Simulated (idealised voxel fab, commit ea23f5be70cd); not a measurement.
Herein follows the process module entitled voxel transistor to metal.
The width of the displayed cross-section, cut, is 285 nm; its cells are square, with a size of 5 nm.
Cross-section = grid of square cells, listed top down in bands; band = one or more rows. What a band's entry tells you: where the top is and where the bottom is, as heights in nm, and after that what lies inside, material by material from left to right, each with its width in nm. Empty space is written as the word "air", and a single material marked with the word "everywhere" occupies the band from edge to edge. All heights in this document are referenced to 0, defined as the level beneath which the wafer, as received, consists entirely of one material. The lowest band is not bounded below; it extends indefinitely downward and is written in the form "0..down". A two-number width, for instance "30 to 40", indicates that the width is equal to the first number in the top row of the band and to the second number in the bottom row, and that it changes by a constant amount per row of cells. What does "nothing changed" mean for a step? It means no cell of the cross-section changed in that step. Any empty space of 8 cells or more lacking an open way to the top shows up in "Enclosed voids" as width x height at distance, distance from the left edge, in nm. On each step's line, the part that comes after the settings is the simulator's own comment on the step. A step line may carry the setting "overlay nm", which, for steps involving a mask, states the distance by which the mask lay to the right of its intended position; negative values denote displacement to the left.

-- Here's what the planned process steps look like
1: RECEIVE (material Si)
2: CONFORMAL_DEP (material SiO2; thk nm 5)
3: CONFORMAL_DEP (material SiN; thk nm 10)
4: PATTERN (tone cover; mask id ACTIVE; material resist; width nm 110; pitch nm 135; thk nm 20; overlay nm 0)
5: DIRECTIONAL_ETCH (etch materials SiN; depth nm 10)
6: DIRECTIONAL_ETCH (etch materials SiO2; depth nm 5)
7: DIRECTIONAL_ETCH (etch materials Si; depth nm 25)
8: STRIP (etch materials resist)
9: FILL_DEP (material SiO2; thk nm 5)
10: CMP (height nm 15)
11: SELECTIVE_ETCH (etch materials SiO2; depth nm 5)
12: STRIP (etch materials SiN)
13: SELECTIVE_ETCH (etch materials SiO2; depth nm 5)
14: OXIDIZE (depth nm 5)
15: DIRECTIONAL_DEP (material polySi; thk nm 30)
16: DIRECTIONAL_DEP (material SiCN; thk nm 10)
17: MASKED_ETCH (tone cover; mask id GATE; width nm 20; pitch nm 135; etch materials SiCN; depth nm 20; overlay nm 0)
18: MASKED_ETCH (tone cover; mask id GATE; width nm 20; pitch nm 135; etch materials polySi; depth nm 40; overlay nm 0)
19: CONFORMAL_DEP (material SiO2; thk nm 5)
20: DIRECTIONAL_ETCH (etch materials SiO2; depth nm 5)
21: CONFORMAL_DEP (material SiN; thk nm 10)
22: DIRECTIONAL_ETCH (etch materials SiN; depth nm 10)
23: DIRECTIONAL_ETCH (etch materials SiO2; depth nm 5)
24: EPI (material SiGe; thk nm 5)
25: FILL_DEP (material SiO2; thk nm 5)
26: CMP (height nm 40)
27: DIRECTIONAL_DEP (material SiO2; thk nm 15)
28: PATTERN (tone open; mask id CONTACT; material resist; width nm 30; thk nm 20; overlay nm 0)
29: DIRECTIONAL_ETCH (etch materials SiO2; depth nm 55)
30: STRIP (etch materials resist)
31: CONFORMAL_DEP (material TiN; thk nm 5)
32: FILL_DEP (material W; thk nm 5)
33: CMP (height nm 55)
34: DIRECTIONAL_DEP (material TiN; thk nm 5)
35: DIRECTIONAL_DEP (material Ru; thk nm 25)
36: PATTERN (tone cover; mask id METAL_1; material resist; width nm 20; thk nm 15; overlay nm 0)
37: DIRECTIONAL_ETCH (etch materials Ru; depth nm 25)
38: DIRECTIONAL_ETCH (etch materials TiN; depth nm 5)
39: STRIP (etch materials resist)
40: FILL_DEP (material SiO2; thk nm 5)
41: CMP (height nm 85)
42: CONFORMAL_DEP (material SiCN; thk nm 5)

-- First of two wafers - as planned

-- As-received wafer cross-section (after step 1)
> 0..down  Si everywhere
> Enclosed voids: none

-- Wafer after step 2 (cross-section)
> 5..0  SiO2 everywhere
> Everything under 0 stays put, no change at all.

-- Wafer after step 3 (cross-section)
> 15..5  SiN everywhere
> Everything under 5 stays put, no change at all.

-- Wafer after step 4 (cross-section)
> 35..15  air 20 nm; resist 110 nm; air 25 nm; resist 110 nm; air 20 nm
> Everything under 15 stays put, no change at all.

-- Wafer after step 5 (cross-section)
> 35..15  air 20 nm; resist 110 nm; air 25 nm; resist 110 nm; air 20 nm
> 15..5  air 20 nm; SiN 110 nm; air 25 nm; SiN 110 nm; air 20 nm
> Everything under 5 stays put, no change at all.

-- Wafer after step 6 (cross-section)
> 35..15  air 20 nm; resist 110 nm; air 25 nm; resist 110 nm; air 20 nm
> 15..5  air 20 nm; SiN 110 nm; air 25 nm; SiN 110 nm; air 20 nm
> 5..0  air 20 nm; SiO2 110 nm; air 25 nm; SiO2 110 nm; air 20 nm
> Everything under 0 stays put, no change at all.

-- Wafer after step 7 (cross-section)
> 35..15  air 20 nm; resist 110 nm; air 25 nm; resist 110 nm; air 20 nm
> 15..5  air 20 nm; SiN 110 nm; air 25 nm; SiN 110 nm; air 20 nm
> 5..0  air 20 nm; SiO2 110 nm; air 25 nm; SiO2 110 nm; air 20 nm
> 0..-25  air 20 nm; Si 110 nm; air 25 nm; Si 110 nm; air 20 nm
> Everything under -25 stays put, no change at all.

-- Wafer after step 8 (cross-section)
> 15..5  air 20 nm; SiN 110 nm; air 25 nm; SiN 110 nm; air 20 nm
> Everything under 5 stays put, no change at all.

-- Wafer after step 9 (cross-section)
> 20..15  SiO2 everywhere
> 15..5  SiO2 20 nm; SiN 110 nm; SiO2 25 nm; SiN 110 nm; SiO2 20 nm
> 5..0  SiO2 everywhere
> 0..-25  SiO2 20 nm; Si 110 nm; SiO2 25 nm; Si 110 nm; SiO2 20 nm
> Everything under -25 stays put, no change at all.

-- Wafer after step 10 (cross-section)
> 15..5  SiO2 20 nm; SiN 110 nm; SiO2 25 nm; SiN 110 nm; SiO2 20 nm
> Everything under 5 stays put, no change at all.

-- Wafer after step 11 (cross-section)
> 15..10  air 20 nm; SiN 110 nm; air 25 nm; SiN 110 nm; air 20 nm
> Everything under 10 stays put, no change at all.

-- Wafer after step 12 (cross-section)
> 10..5  SiO2 20 nm; air 110 nm; SiO2 25 nm; air 110 nm; SiO2 20 nm
> Everything under 5 stays put, no change at all.

-- Wafer after step 13 (cross-section)
> 5..0  SiO2 15 nm; air 120 nm; SiO2 15 nm; air 120 nm; SiO2 15 nm
> Everything under 0 stays put, no change at all.

-- Wafer after step 14 (cross-section)
> 5..0  SiO2 15 nm; air 120 nm; SiO2 15 nm; air 120 nm; SiO2 15 nm
> 0..-5  SiO2 everywhere
> Everything under -5 stays put, no change at all.

-- Wafer after step 15 (cross-section)
> 35..30  polySi 15 nm; air 120 nm; polySi 15 nm; air 120 nm; polySi 15 nm
> 30..5  polySi everywhere
> 5..0  SiO2 15 nm; polySi 120 nm; SiO2 15 nm; polySi 120 nm; SiO2 15 nm
> Everything under 0 stays put, no change at all.

-- Wafer after step 16 (cross-section)
> 45..40  SiCN 15 nm; air 120 nm; SiCN 15 nm; air 120 nm; SiCN 15 nm
> 40..35  SiCN everywhere
> 35..30  polySi 15 nm; SiCN 120 nm; polySi 15 nm; SiCN 120 nm; polySi 15 nm
> Everything under 30 stays put, no change at all.

-- Wafer after step 17 (cross-section)
> 40..35  air 65 nm; SiCN 20 nm; air 115 nm; SiCN 20 nm; air 65 nm
> 35..30  polySi 15 nm; air 50 nm; SiCN 20 nm; air 50 nm; polySi 15 nm; air 50 nm; SiCN 20 nm; air 50 nm; polySi 15 nm
> Everything under 30 stays put, no change at all.

-- Wafer after step 18 (cross-section)
> 40..30  air 65 nm; SiCN 20 nm; air 115 nm; SiCN 20 nm; air 65 nm
> 30..5  air 65 nm; polySi 20 nm; air 115 nm; polySi 20 nm; air 65 nm
> 5..0  SiO2 15 nm; air 50 nm; polySi 20 nm; air 50 nm; SiO2 15 nm; air 50 nm; polySi 20 nm; air 50 nm; SiO2 15 nm
> Everything under 0 stays put, no change at all.

-- Wafer after step 19 (cross-section)
> 45..40  air 60 nm; SiO2 30 nm; air 105 nm; SiO2 30 nm; air 60 nm
> 40..30  air 60 nm; SiO2 5 nm; SiCN 20 nm; SiO2 5 nm; air 105 nm; SiO2 5 nm; SiCN 20 nm; SiO2 5 nm; air 60 nm
> 30..10  air 60 nm; SiO2 5 nm; polySi 20 nm; SiO2 5 nm; air 105 nm; SiO2 5 nm; polySi 20 nm; SiO2 5 nm; air 60 nm
> 10..5  SiO2 20 nm; air 40 nm; SiO2 5 nm; polySi 20 nm; SiO2 5 nm; air 40 nm; SiO2 25 nm; air 40 nm; SiO2 5 nm; polySi 20 nm; SiO2 5 nm; air 40 nm; SiO2 20 nm
> 5..0  SiO2 65 nm; polySi 20 nm; SiO2 115 nm; polySi 20 nm; SiO2 65 nm
> Everything under 0 stays put, no change at all.

-- Wafer after step 20 (cross-section)
> 40..30  air 60 nm; SiO2 5 nm; SiCN 20 nm; SiO2 5 nm; air 105 nm; SiO2 5 nm; SiCN 20 nm; SiO2 5 nm; air 60 nm
> 30..5  air 60 nm; SiO2 5 nm; polySi 20 nm; SiO2 5 nm; air 105 nm; SiO2 5 nm; polySi 20 nm; SiO2 5 nm; air 60 nm
> 5..0  SiO2 20 nm; air 40 nm; SiO2 5 nm; polySi 20 nm; SiO2 5 nm; air 40 nm; SiO2 25 nm; air 40 nm; SiO2 5 nm; polySi 20 nm; SiO2 5 nm; air 40 nm; SiO2 20 nm
> Everything under 0 stays put, no change at all.

-- Wafer after step 21 (cross-section)
> 50..40  air 50 nm; SiN 50 nm; air 85 nm; SiN 50 nm; air 50 nm
> 40..30  air 50 nm; SiN 10 nm; SiO2 5 nm; SiCN 20 nm; SiO2 5 nm; SiN 10 nm; air 85 nm; SiN 10 nm; SiO2 5 nm; SiCN 20 nm; SiO2 5 nm; SiN 10 nm; air 50 nm
> 30..15  air 50 nm; SiN 10 nm; SiO2 5 nm; polySi 20 nm; SiO2 5 nm; SiN 10 nm; air 85 nm; SiN 10 nm; SiO2 5 nm; polySi 20 nm; SiO2 5 nm; SiN 10 nm; air 50 nm
> 15..10  SiN 30 nm; air 20 nm; SiN 10 nm; SiO2 5 nm; polySi 20 nm; SiO2 5 nm; SiN 10 nm; air 20 nm; SiN 45 nm; air 20 nm; SiN 10 nm; SiO2 5 nm; polySi 20 nm; SiO2 5 nm; SiN 10 nm; air 20 nm; SiN 30 nm
> 10..5  SiN 60 nm; SiO2 5 nm; polySi 20 nm; SiO2 5 nm; SiN 105 nm; SiO2 5 nm; polySi 20 nm; SiO2 5 nm; SiN 60 nm
> 5..0  SiO2 20 nm; SiN 40 nm; SiO2 5 nm; polySi 20 nm; SiO2 5 nm; SiN 40 nm; SiO2 25 nm; SiN 40 nm; SiO2 5 nm; polySi 20 nm; SiO2 5 nm; SiN 40 nm; SiO2 20 nm
> Everything under 0 stays put, no change at all.

-- Wafer after step 22 (cross-section)
> 40..30  air 50 nm; SiN 10 nm; SiO2 5 nm; SiCN 20 nm; SiO2 5 nm; SiN 10 nm; air 85 nm; SiN 10 nm; SiO2 5 nm; SiCN 20 nm; SiO2 5 nm; SiN 10 nm; air 50 nm
> 30..5  air 50 nm; SiN 10 nm; SiO2 5 nm; polySi 20 nm; SiO2 5 nm; SiN 10 nm; air 85 nm; SiN 10 nm; SiO2 5 nm; polySi 20 nm; SiO2 5 nm; SiN 10 nm; air 50 nm
> 5..0  SiO2 20 nm; SiN 10 nm; air 20 nm; SiN 10 nm; SiO2 5 nm; polySi 20 nm; SiO2 5 nm; SiN 10 nm; air 20 nm; SiN 10 nm; SiO2 25 nm; SiN 10 nm; air 20 nm; SiN 10 nm; SiO2 5 nm; polySi 20 nm; SiO2 5 nm; SiN 10 nm; air 20 nm; SiN 10 nm; SiO2 20 nm
> Everything under 0 stays put, no change at all.

-- Wafer after step 23 (cross-section)
> 40..35  air 50 nm; SiN 10 nm; air 5 nm; SiCN 20 nm; air 5 nm; SiN 10 nm; air 85 nm; SiN 10 nm; air 5 nm; SiCN 20 nm; air 5 nm; SiN 10 nm; air 50 nm
> 35..30  air 50 nm; SiN 10 nm; SiO2 5 nm; SiCN 20 nm; SiO2 5 nm; SiN 10 nm; air 85 nm; SiN 10 nm; SiO2 5 nm; SiCN 20 nm; SiO2 5 nm; SiN 10 nm; air 50 nm
> 30..5  air 50 nm; SiN 10 nm; SiO2 5 nm; polySi 20 nm; SiO2 5 nm; SiN 10 nm; air 85 nm; SiN 10 nm; SiO2 5 nm; polySi 20 nm; SiO2 5 nm; SiN 10 nm; air 50 nm
> 5..0  air 20 nm; SiN 10 nm; air 20 nm; SiN 10 nm; SiO2 5 nm; polySi 20 nm; SiO2 5 nm; SiN 10 nm; air 20 nm; SiN 10 nm; air 25 nm; SiN 10 nm; air 20 nm; SiN 10 nm; SiO2 5 nm; polySi 20 nm; SiO2 5 nm; SiN 10 nm; air 20 nm; SiN 10 nm; air 20 nm
> 0..-5  SiO2 30 nm; air 20 nm; SiO2 50 nm; air 20 nm; SiO2 45 nm; air 20 nm; SiO2 50 nm; air 20 nm; SiO2 30 nm
> Everything under -5 stays put, no change at all.

-- Wafer after step 24 (cross-section)
> 40..35  air 50 nm; SiN 10 nm; air 5 nm; SiCN 20 nm; air 5 nm; SiN 10 nm; air 85 nm; SiN 10 nm; air 5 nm; SiCN 20 nm; air 5 nm; SiN 10 nm; air 50 nm
> 35..30  air 50 nm; SiN 10 nm; SiO2 5 nm; SiCN 20 nm; SiO2 5 nm; SiN 10 nm; air 85 nm; SiN 10 nm; SiO2 5 nm; SiCN 20 nm; SiO2 5 nm; SiN 10 nm; air 50 nm
> 30..5  air 50 nm; SiN 10 nm; SiO2 5 nm; polySi 20 nm; SiO2 5 nm; SiN 10 nm; air 85 nm; SiN 10 nm; SiO2 5 nm; polySi 20 nm; SiO2 5 nm; SiN 10 nm; air 50 nm
> 5..0  air 20 nm; SiN 10 nm; air 20 nm; SiN 10 nm; SiO2 5 nm; polySi 20 nm; SiO2 5 nm; SiN 10 nm; air 20 nm; SiN 10 nm; air 25 nm; SiN 10 nm; air 20 nm; SiN 10 nm; SiO2 5 nm; polySi 20 nm; SiO2 5 nm; SiN 10 nm; air 20 nm; SiN 10 nm; air 20 nm
> 0..-5  SiO2 30 nm; SiGe 20 nm; SiO2 50 nm; SiGe 20 nm; SiO2 45 nm; SiGe 20 nm; SiO2 50 nm; SiGe 20 nm; SiO2 30 nm
> Everything under -5 stays put, no change at all.

-- Wafer after step 25 (cross-section)
> 45..40  SiO2 everywhere
> 40..30  SiO2 50 nm; SiN 10 nm; SiO2 5 nm; SiCN 20 nm; SiO2 5 nm; SiN 10 nm; SiO2 85 nm; SiN 10 nm; SiO2 5 nm; SiCN 20 nm; SiO2 5 nm; SiN 10 nm; SiO2 50 nm
> 30..5  SiO2 50 nm; SiN 10 nm; SiO2 5 nm; polySi 20 nm; SiO2 5 nm; SiN 10 nm; SiO2 85 nm; SiN 10 nm; SiO2 5 nm; polySi 20 nm; SiO2 5 nm; SiN 10 nm; SiO2 50 nm
> 5..0  SiO2 20 nm; SiN 10 nm; SiO2 20 nm; SiN 10 nm; SiO2 5 nm; polySi 20 nm; SiO2 5 nm; SiN 10 nm; SiO2 20 nm; SiN 10 nm; SiO2 25 nm; SiN 10 nm; SiO2 20 nm; SiN 10 nm; SiO2 5 nm; polySi 20 nm; SiO2 5 nm; SiN 10 nm; SiO2 20 nm; SiN 10 nm; SiO2 20 nm
> Everything under 0 stays put, no change at all.

-- Wafer after step 26 (cross-section)
> 40..30  SiO2 50 nm; SiN 10 nm; SiO2 5 nm; SiCN 20 nm; SiO2 5 nm; SiN 10 nm; SiO2 85 nm; SiN 10 nm; SiO2 5 nm; SiCN 20 nm; SiO2 5 nm; SiN 10 nm; SiO2 50 nm
> Everything under 30 stays put, no change at all.

-- Wafer after step 27 (cross-section)
> 55..40  SiO2 everywhere
> Everything under 40 stays put, no change at all.

-- Wafer after step 28 (cross-section)
> 75..55  resist 30 nm; air 30 nm; resist 30 nm; air 30 nm; resist 45 nm; air 30 nm; resist 30 nm; air 30 nm; resist 30 nm
> Everything under 55 stays put, no change at all.

-- Wafer after step 29 (cross-section)
> 75..55  resist 30 nm; air 30 nm; resist 30 nm; air 30 nm; resist 45 nm; air 30 nm; resist 30 nm; air 30 nm; resist 30 nm
> 55..40  SiO2 30 nm; air 30 nm; SiO2 30 nm; air 30 nm; SiO2 45 nm; air 30 nm; SiO2 30 nm; air 30 nm; SiO2 30 nm
> 40..30  SiO2 30 nm; air 20 nm; SiN 10 nm; SiO2 5 nm; SiCN 20 nm; SiO2 5 nm; SiN 10 nm; air 20 nm; SiO2 45 nm; air 20 nm; SiN 10 nm; SiO2 5 nm; SiCN 20 nm; SiO2 5 nm; SiN 10 nm; air 20 nm; SiO2 30 nm
> 30..5  SiO2 30 nm; air 20 nm; SiN 10 nm; SiO2 5 nm; polySi 20 nm; SiO2 5 nm; SiN 10 nm; air 20 nm; SiO2 45 nm; air 20 nm; SiN 10 nm; SiO2 5 nm; polySi 20 nm; SiO2 5 nm; SiN 10 nm; air 20 nm; SiO2 30 nm
> 5..0  SiO2 20 nm; SiN 10 nm; air 20 nm; SiN 10 nm; SiO2 5 nm; polySi 20 nm; SiO2 5 nm; SiN 10 nm; air 20 nm; SiN 10 nm; SiO2 25 nm; SiN 10 nm; air 20 nm; SiN 10 nm; SiO2 5 nm; polySi 20 nm; SiO2 5 nm; SiN 10 nm; air 20 nm; SiN 10 nm; SiO2 20 nm
> Everything under 0 stays put, no change at all.

-- Wafer after step 30 (cross-section)
> 55..40  SiO2 30 nm; air 30 nm; SiO2 30 nm; air 30 nm; SiO2 45 nm; air 30 nm; SiO2 30 nm; air 30 nm; SiO2 30 nm
> Everything under 40 stays put, no change at all.

-- Wafer after step 31 (cross-section)
> 60..55  TiN 35 nm; air 20 nm; TiN 40 nm; air 20 nm; TiN 55 nm; air 20 nm; TiN 40 nm; air 20 nm; TiN 35 nm
> 55..45  SiO2 30 nm; TiN 5 nm; air 20 nm; TiN 5 nm; SiO2 30 nm; TiN 5 nm; air 20 nm; TiN 5 nm; SiO2 45 nm; TiN 5 nm; air 20 nm; TiN 5 nm; SiO2 30 nm; TiN 5 nm; air 20 nm; TiN 5 nm; SiO2 30 nm
> 45..40  SiO2 30 nm; TiN 5 nm; air 10 nm; TiN 15 nm; SiO2 30 nm; TiN 15 nm; air 10 nm; TiN 5 nm; SiO2 45 nm; TiN 5 nm; air 10 nm; TiN 15 nm; SiO2 30 nm; TiN 15 nm; air 10 nm; TiN 5 nm; SiO2 30 nm
> 40..30  SiO2 30 nm; TiN 5 nm; air 10 nm; TiN 5 nm; SiN 10 nm; SiO2 5 nm; SiCN 20 nm; SiO2 5 nm; SiN 10 nm; TiN 5 nm; air 10 nm; TiN 5 nm; SiO2 45 nm; TiN 5 nm; air 10 nm; TiN 5 nm; SiN 10 nm; SiO2 5 nm; SiCN 20 nm; SiO2 5 nm; SiN 10 nm; TiN 5 nm; air 10 nm; TiN 5 nm; SiO2 30 nm
> 30..5  SiO2 30 nm; TiN 5 nm; air 10 nm; TiN 5 nm; SiN 10 nm; SiO2 5 nm; polySi 20 nm; SiO2 5 nm; SiN 10 nm; TiN 5 nm; air 10 nm; TiN 5 nm; SiO2 45 nm; TiN 5 nm; air 10 nm; TiN 5 nm; SiN 10 nm; SiO2 5 nm; polySi 20 nm; SiO2 5 nm; SiN 10 nm; TiN 5 nm; air 10 nm; TiN 5 nm; SiO2 30 nm
> 5..0  SiO2 20 nm; SiN 10 nm; TiN 20 nm; SiN 10 nm; SiO2 5 nm; polySi 20 nm; SiO2 5 nm; SiN 10 nm; TiN 20 nm; SiN 10 nm; SiO2 25 nm; SiN 10 nm; TiN 20 nm; SiN 10 nm; SiO2 5 nm; polySi 20 nm; SiO2 5 nm; SiN 10 nm; TiN 20 nm; SiN 10 nm; SiO2 20 nm
> Everything under 0 stays put, no change at all.

-- Wafer after step 32 (cross-section)
> 65..60  W everywhere
> 60..55  TiN 35 nm; W 20 nm; TiN 40 nm; W 20 nm; TiN 55 nm; W 20 nm; TiN 40 nm; W 20 nm; TiN 35 nm
> 55..45  SiO2 30 nm; TiN 5 nm; W 20 nm; TiN 5 nm; SiO2 30 nm; TiN 5 nm; W 20 nm; TiN 5 nm; SiO2 45 nm; TiN 5 nm; W 20 nm; TiN 5 nm; SiO2 30 nm; TiN 5 nm; W 20 nm; TiN 5 nm; SiO2 30 nm
> 45..40  SiO2 30 nm; TiN 5 nm; W 10 nm; TiN 15 nm; SiO2 30 nm; TiN 15 nm; W 10 nm; TiN 5 nm; SiO2 45 nm; TiN 5 nm; W 10 nm; TiN 15 nm; SiO2 30 nm; TiN 15 nm; W 10 nm; TiN 5 nm; SiO2 30 nm
> 40..30  SiO2 30 nm; TiN 5 nm; W 10 nm; TiN 5 nm; SiN 10 nm; SiO2 5 nm; SiCN 20 nm; SiO2 5 nm; SiN 10 nm; TiN 5 nm; W 10 nm; TiN 5 nm; SiO2 45 nm; TiN 5 nm; W 10 nm; TiN 5 nm; SiN 10 nm; SiO2 5 nm; SiCN 20 nm; SiO2 5 nm; SiN 10 nm; TiN 5 nm; W 10 nm; TiN 5 nm; SiO2 30 nm
> 30..5  SiO2 30 nm; TiN 5 nm; W 10 nm; TiN 5 nm; SiN 10 nm; SiO2 5 nm; polySi 20 nm; SiO2 5 nm; SiN 10 nm; TiN 5 nm; W 10 nm; TiN 5 nm; SiO2 45 nm; TiN 5 nm; W 10 nm; TiN 5 nm; SiN 10 nm; SiO2 5 nm; polySi 20 nm; SiO2 5 nm; SiN 10 nm; TiN 5 nm; W 10 nm; TiN 5 nm; SiO2 30 nm
> Everything under 5 stays put, no change at all.

-- Wafer after step 33 (cross-section)
> 55..45  SiO2 30 nm; TiN 5 nm; W 20 nm; TiN 5 nm; SiO2 30 nm; TiN 5 nm; W 20 nm; TiN 5 nm; SiO2 45 nm; TiN 5 nm; W 20 nm; TiN 5 nm; SiO2 30 nm; TiN 5 nm; W 20 nm; TiN 5 nm; SiO2 30 nm
> Everything under 45 stays put, no change at all.

-- Wafer after step 34 (cross-section)
> 60..55  TiN everywhere
> Everything under 55 stays put, no change at all.

-- Wafer after step 35 (cross-section)
> 85..60  Ru everywhere
> Everything under 60 stays put, no change at all.

-- Wafer after step 36 (cross-section)
> 100..85  air 30 nm; resist 20 nm; air 50 nm; resist 20 nm; air 45 nm; resist 20 nm; air 50 nm; resist 20 nm; air 30 nm
> Everything under 85 stays put, no change at all.

-- Wafer after step 37 (cross-section)
> 100..85  air 30 nm; resist 20 nm; air 50 nm; resist 20 nm; air 45 nm; resist 20 nm; air 50 nm; resist 20 nm; air 30 nm
> 85..60  air 30 nm; Ru 20 nm; air 50 nm; Ru 20 nm; air 45 nm; Ru 20 nm; air 50 nm; Ru 20 nm; air 30 nm
> Everything under 60 stays put, no change at all.

-- Wafer after step 38 (cross-section)
> 100..85  air 30 nm; resist 20 nm; air 50 nm; resist 20 nm; air 45 nm; resist 20 nm; air 50 nm; resist 20 nm; air 30 nm
> 85..60  air 30 nm; Ru 20 nm; air 50 nm; Ru 20 nm; air 45 nm; Ru 20 nm; air 50 nm; Ru 20 nm; air 30 nm
> 60..55  air 30 nm; TiN 20 nm; air 50 nm; TiN 20 nm; air 45 nm; TiN 20 nm; air 50 nm; TiN 20 nm; air 30 nm
> Everything under 55 stays put, no change at all.

-- Wafer after step 39 (cross-section)
> 85..60  air 30 nm; Ru 20 nm; air 50 nm; Ru 20 nm; air 45 nm; Ru 20 nm; air 50 nm; Ru 20 nm; air 30 nm
> Everything under 60 stays put, no change at all.

-- Wafer after step 40 (cross-section)
> 90..85  SiO2 everywhere
> 85..60  SiO2 30 nm; Ru 20 nm; SiO2 50 nm; Ru 20 nm; SiO2 45 nm; Ru 20 nm; SiO2 50 nm; Ru 20 nm; SiO2 30 nm
> 60..55  SiO2 30 nm; TiN 20 nm; SiO2 50 nm; TiN 20 nm; SiO2 45 nm; TiN 20 nm; SiO2 50 nm; TiN 20 nm; SiO2 30 nm
> Everything under 55 stays put, no change at all.

-- Wafer after step 41 (cross-section)
> 85..60  SiO2 30 nm; Ru 20 nm; SiO2 50 nm; Ru 20 nm; SiO2 45 nm; Ru 20 nm; SiO2 50 nm; Ru 20 nm; SiO2 30 nm
> Everything under 60 stays put, no change at all.

-- Wafer after step 42 (cross-section)
> 90..85  SiCN everywhere
> Everything under 85 stays put, no change at all.

-- Notes, second wafer: start = first wafer's, plan = first wafer's, execution had one mistake; history identical to first through step 35

-- Here is the second wafer in cross-section at the point where step 36 of the plan should have been done
> 100..85  resist 30 nm; air 20 nm; resist 50 nm; air 20 nm; resist 45 nm; air 20 nm; resist 50 nm; air 20 nm; resist 30 nm
> Everything under 85 stays put, no change at all.

-- Here is the second wafer in cross-section at the point where step 37 of the plan should have been done
> 100..85  resist 30 nm; air 20 nm; resist 50 nm; air 20 nm; resist 45 nm; air 20 nm; resist 50 nm; air 20 nm; resist 30 nm
> 85..60  Ru 30 nm; air 20 nm; Ru 50 nm; air 20 nm; Ru 45 nm; air 20 nm; Ru 50 nm; air 20 nm; Ru 30 nm
> Everything under 60 stays put, no change at all.

-- Here is the second wafer in cross-section at the point where step 38 of the plan should have been done
> 100..85  resist 30 nm; air 20 nm; resist 50 nm; air 20 nm; resist 45 nm; air 20 nm; resist 50 nm; air 20 nm; resist 30 nm
> 85..60  Ru 30 nm; air 20 nm; Ru 50 nm; air 20 nm; Ru 45 nm; air 20 nm; Ru 50 nm; air 20 nm; Ru 30 nm
> 60..55  TiN 30 nm; air 20 nm; TiN 50 nm; air 20 nm; TiN 45 nm; air 20 nm; TiN 50 nm; air 20 nm; TiN 30 nm
> Everything under 55 stays put, no change at all.

-- Here is the second wafer in cross-section at the point where step 39 of the plan should have been done
> 85..60  Ru 30 nm; air 20 nm; Ru 50 nm; air 20 nm; Ru 45 nm; air 20 nm; Ru 50 nm; air 20 nm; Ru 30 nm
> Everything under 60 stays put, no change at all.

-- Here is the second wafer in cross-section at the point where step 40 of the plan should have been done
> 90..85  SiO2 everywhere
> 85..60  Ru 30 nm; SiO2 20 nm; Ru 50 nm; SiO2 20 nm; Ru 45 nm; SiO2 20 nm; Ru 50 nm; SiO2 20 nm; Ru 30 nm
> 60..55  TiN 30 nm; SiO2 20 nm; TiN 50 nm; SiO2 20 nm; TiN 45 nm; SiO2 20 nm; TiN 50 nm; SiO2 20 nm; TiN 30 nm
> Everything under 55 stays put, no change at all.

-- Here is the second wafer in cross-section at the point where step 41 of the plan should have been done
> 85..60  Ru 30 nm; SiO2 20 nm; Ru 50 nm; SiO2 20 nm; Ru 45 nm; SiO2 20 nm; Ru 50 nm; SiO2 20 nm; Ru 30 nm
> Everything under 60 stays put, no change at all.

-- Here is the second wafer in cross-section at the point where step 42 of the plan should have been done
> 90..85  SiCN everywhere
> Everything under 85 stays put, no change at all.
What was done differently from what was planned? for step 36, the planned setting was not used; the step was instead run as PATTERN (tone open; mask id METAL_1; material resist; width nm 20; thk nm 15; overlay nm 0)
at the end the second wafer has, in cells: Ru +125; SiO2 -150; TiN +25
